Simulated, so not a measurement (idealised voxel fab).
Process module, titled voxel transistor to metal
The cross-section on display is named cut; it measures 160 nm wide, and its cells are 5 nm squares.
This document writes a cross-section as a grid whose cells are square, and gives it as bands, listed from the top down; one or more rows of cells form a band. Top height, bottom height, nm. Materials left to right, width each, nm. Single material + "throughout" = fills band edge to edge. "empty" = empty. Measure heights from 0. That's the level where, below it, the as-received wafer is all one material. The lowest band is bottomless and extends downward; write it as in "0..down". It should be noted that a width expressed as "30..40" varies in equal increments from row to row of cells within the band, taking the value of the first number at the top row and that of the second number at the bottom row. "same as before" -> step changed no cross-section cell. The entry "Completely sealed voids" lists the empty spaces that cover at least 8 cells and have no open path to the top. Each is written as width x height at distance, where the distance is measured from the left edge and all three values are in nm. Post-settings text on a step line: simulator's own remark regarding the step. Among the settings permitted on a step's line is "overlay nm"; applied to a step with a mask, it specifies the extent to which the mask lay to the right of its planned position, whereas a negative figure signifies a position to the left.

Process steps (planned):
1) RECEIVE,material Si
2) CONFORMAL_DEP,material SiO2,thk nm 5
3) CONFORMAL_DEP,material SiN,thk nm 10
4) MASKED_ETCH,tone cover,mask id ACTIVE,width nm 125,etch materials SiN,depth nm 10,overlay nm 0
5) MASKED_ETCH,tone cover,mask id ACTIVE,width nm 125,etch materials SiO2,depth nm 5,overlay nm 0
6) MASKED_ETCH,tone cover,mask id ACTIVE,width nm 125,etch materials Si,depth nm 20,overlay nm 0
7) OXIDIZE,depth nm 5
8) FILL_DEP,material SiO2,thk nm 5
9) CMP,height nm 15
10) SELECTIVE_ETCH,etch materials SiO2,depth nm 10
11) STRIP,etch materials SiN
12) SELECTIVE_ETCH,etch materials SiO2,depth nm 5
13) OXIDIZE,depth nm 5
14) DIRECTIONAL_DEP,material polySi,thk nm 25
15) DIRECTIONAL_DEP,material SiCN,thk nm 15
16) PATTERN,tone cover,mask id GATE,material resist,width nm 35,thk nm 15,overlay nm 0
17) DIRECTIONAL_ETCH,etch materials SiCN,depth nm 25
18) DIRECTIONAL_ETCH,etch materials polySi,depth nm 35
19) STRIP,etch materials resist
20) CONFORMAL_DEP,material SiO2,thk nm 5
21) DIRECTIONAL_ETCH,etch materials SiO2,depth nm 5
22) CONFORMAL_DEP,material SiN,thk nm 10
23) DIRECTIONAL_ETCH,etch materials SiN,depth nm 10
24) DIRECTIONAL_ETCH,etch materials SiO2,depth nm 5
25) EPI,material SiGe,thk nm 5
26) FILL_DEP,material SiO2,thk nm 5
27) CMP,height nm 25
28) STRIP,etch materials polySi
29) SELECTIVE_ETCH,etch materials SiO2,depth nm 5
30) CONFORMAL_DEP,material HfO2,thk nm 5
31) CONFORMAL_DEP,material TiN,thk nm 5
32) FILL_DEP,material W,thk nm 10
33) CMP,height nm 20
34) DIRECTIONAL_DEP,material SiO2,thk nm 15
35) MASKED_ETCH,tone open,mask id CONTACT,width nm 20,pitch nm 85,etch materials SiO2,depth nm 35,overlay nm -10
36) CONFORMAL_DEP,material TiN,thk nm 5
37) FILL_DEP,material Ru,thk nm 5
38) CMP,height nm 35
39) CONFORMAL_DEP,material SiCN,thk nm 5
40) DIRECTIONAL_DEP,material SiO2,thk nm 20
41) DIRECTIONAL_DEP,material aC,thk nm 10
42) PATTERN,tone open,mask id METAL_1,material resist,width nm 20,pitch nm 85,thk nm 25,overlay nm 0
43) DIRECTIONAL_ETCH,etch materials aC,depth nm 10
44) STRIP,etch materials resist
45) DIRECTIONAL_ETCH,etch materials SiO2,depth nm 20
46) DIRECTIONAL_ETCH,etch materials SiCN,depth nm 5
47) STRIP,etch materials aC
48) CONFORMAL_DEP,material TiN,thk nm 5
49) FILL_DEP,material Cu,thk nm 5
50) CMP,height nm 60
51) CONFORMAL_DEP,material SiCN,thk nm 5
52) DIRECTIONAL_DEP,material lowk,thk nm 25
53) PATTERN,tone open,mask id METAL_2,material resist,width nm 20,pitch nm 85,thk nm 20,overlay nm 0
54) DIRECTIONAL_ETCH,etch materials lowk,depth nm 15
55) STRIP,etch materials resist
56) MASKED_ETCH,tone open,mask id METAL_2_HOLES,width nm 15,pitch nm 85,etch materials lowk,depth nm 10,overlay nm 0
57) MASKED_ETCH,tone open,mask id METAL_2_HOLES,width nm 15,pitch nm 85,etch materials SiCN,depth nm 5,overlay nm 0
58) CONFORMAL_DEP,material TiN,thk nm 5
59) FILL_DEP,material Cu,thk nm 10
60) CMP,height nm 90
61) CONFORMAL_DEP,material SiN,thk nm 5
Across this set of wafers, the varied parameter is the overlay nm of step 35. Starting conditions are identical for every wafer, and the plan reports the value assigned to the first wafer.

First wafer as received, after step 1:
    0..down | Si throughout
    Completely sealed voids: none

Last step of the module is step 61; after it, the first of several wafers in cross-section:
    95..90 | SiN throughout
    90..80 | 25 nm lowk, then 5 nm TiN, then 10 nm Cu, then 5 nm TiN, then 65 nm lowk, then 5 nm TiN, then 10 nm Cu, then 5 nm TiN, then 30 nm lowk
    80..75 | 25 nm lowk, then 5 nm TiN, then 5 nm Cu, then 10 nm TiN, then 65 nm lowk, then 5 nm TiN, then 5 nm Cu, then 10 nm TiN, then 30 nm lowk
    75..65 | 25 nm lowk, then 5 nm TiN, then 5 nm Cu, then 5 nm TiN, then 70 nm lowk, then 5 nm TiN, then 5 nm Cu, then 5 nm TiN, then 35 nm lowk
    65..60 | 25 nm SiCN, then 15 nm TiN, then 70 nm SiCN, then 15 nm TiN, then 35 nm SiCN
    60..40 | 25 nm SiO2, then 5 nm TiN, then 10 nm Cu, then 5 nm TiN, then 65 nm SiO2, then 5 nm TiN, then 10 nm Cu, then 5 nm TiN, then 30 nm SiO2
    40..35 | 25 nm SiCN, then 20 nm TiN, then 65 nm SiCN, then 20 nm TiN, then 30 nm SiCN
    35..25 | 15 nm SiO2, then 5 nm TiN, then 10 nm Ru, then 5 nm TiN, then 65 nm SiO2, then 5 nm TiN, then 10 nm Ru, then 5 nm TiN, then 40 nm SiO2
    25..20 | 15 nm SiO2, then 5 nm TiN, then 10 nm Ru, then 5 nm TiN, then 65 nm SiO2, then 20 nm TiN, then 40 nm SiO2
    20..5 | 15 nm SiO2, then 5 nm TiN, then 10 nm Ru, then 5 nm TiN, then 10 nm SiO2, then 10 nm SiN, then 5 nm HfO2, then 5 nm TiN, then 25 nm W, then 5 nm TiN, then 5 nm HfO2, then 10 nm SiN, then 10 nm TiN, then 40 nm SiO2
    5..0 | 15 nm SiO2, then 20 nm TiN, then 10 nm SiO2, then 10 nm SiN, then 5 nm HfO2, then 35 nm TiN, then 5 nm HfO2, then 10 nm SiN, then 10 nm TiN, then 40 nm SiO2
    0..-5 | 15 nm SiO2, then 30 nm SiGe, then 10 nm SiO2, then 45 nm HfO2, then 10 nm SiO2, then 30 nm SiGe, then 20 nm SiO2
    -5..-25 | 20 nm SiO2, then 115 nm Si, then 25 nm SiO2
    -25..down | Si throughout
    Completely sealed voids: none

Final wafer of several, shown in cross-section at the end of the module:
    95..90 | SiN throughout
    90..80 | 25 nm lowk, then 5 nm TiN, then 10 nm Cu, then 5 nm TiN, then 65 nm lowk, then 5 nm TiN, then 10 nm Cu, then 5 nm TiN, then 30 nm lowk
    80..75 | 25 nm lowk, then 5 nm TiN, then 5 nm Cu, then 10 nm TiN, then 65 nm lowk, then 5 nm TiN, then 5 nm Cu, then 10 nm TiN, then 30 nm lowk
    75..65 | 25 nm lowk, then 5 nm TiN, then 5 nm Cu, then 5 nm TiN, then 70 nm lowk, then 5 nm TiN, then 5 nm Cu, then 5 nm TiN, then 35 nm lowk
    65..60 | 25 nm SiCN, then 15 nm TiN, then 70 nm SiCN, then 15 nm TiN, then 35 nm SiCN
    60..40 | 25 nm SiO2, then 5 nm TiN, then 10 nm Cu, then 5 nm TiN, then 65 nm SiO2, then 5 nm TiN, then 10 nm Cu, then 5 nm TiN, then 30 nm SiO2
    40..35 | 25 nm SiCN, then 20 nm TiN, then 65 nm SiCN, then 20 nm TiN, then 30 nm SiCN
    35..25 | 40 nm SiO2, then 5 nm TiN, then 10 nm Ru, then 5 nm TiN, then 65 nm SiO2, then 5 nm TiN, then 10 nm Ru, then 5 nm TiN, then 15 nm SiO2
    25..20 | 40 nm SiO2, then 20 nm TiN, then 65 nm SiO2, then 5 nm TiN, then 10 nm Ru, then 5 nm TiN, then 15 nm SiO2
    20..5 | 40 nm SiO2, then 5 nm TiN, then 10 nm SiN, then 5 nm HfO2, then 5 nm TiN, then 25 nm W, then 5 nm TiN, then 5 nm HfO2, then 10 nm SiN, then 15 nm SiO2, then 5 nm TiN, then 10 nm Ru, then 5 nm TiN, then 15 nm SiO2
    5..0 | 40 nm SiO2, then 5 nm TiN, then 10 nm SiN, then 5 nm HfO2, then 35 nm TiN, then 5 nm HfO2, then 10 nm SiN, then 15 nm SiO2, then 20 nm TiN, then 15 nm SiO2
    0..-5 | 15 nm SiO2, then 30 nm SiGe, then 10 nm SiO2, then 45 nm HfO2, then 10 nm SiO2, then 30 nm SiGe, then 20 nm SiO2
    -5..-25 | 20 nm SiO2, then 115 nm Si, then 25 nm SiO2
    -25..down | Si throughout
    Completely sealed voids: none

The following table contains a row per wafer, in which are reported, at the conclusion of the module, the cells of each material gained (+) or lost (-) since the wafer's receipt, with its closed voids given thereafter:
overlay nm -10 | +30 Cu | +17 HfO2 | +16 Ru | -68 Si | +50 SiCN | +12 SiGe | +48 SiN | +267 SiO2 | +97 TiN | +15 W | +124 lowk | Completely sealed voids: none
overlay nm -5 | +30 Cu | +17 HfO2 | +20 Ru | -68 Si | +50 SiCN | +12 SiGe | +48 SiN | +263 SiO2 | +97 TiN | +15 W | +124 lowk | Completely sealed voids: none
overlay nm 0 | +30 Cu | +17 HfO2 | +24 Ru | -68 Si | +50 SiCN | +12 SiGe | +48 SiN | +259 SiO2 | +97 TiN | +15 W | +124 lowk | Completely sealed voids: none
overlay nm 5 | +30 Cu | +17 HfO2 | +20 Ru | -68 Si | +50 SiCN | +12 SiGe | +48 SiN | +263 SiO2 | +97 TiN | +15 W | +124 lowk | Completely sealed voids: none
overlay nm 10 | +30 Cu | +17 HfO2 | +16 Ru | -68 Si | +50 SiCN | +12 SiGe | +48 SiN | +267 SiO2 | +97 TiN | +15 W | +124 lowk | Completely sealed voids: none
overlay nm 15 | +30 Cu | +17 HfO2 | +16 Ru | -68 Si | +50 SiCN | +12 SiGe | +48 SiN | +271 SiO2 | +93 TiN | +15 W | +124 lowk | Completely sealed voids: none
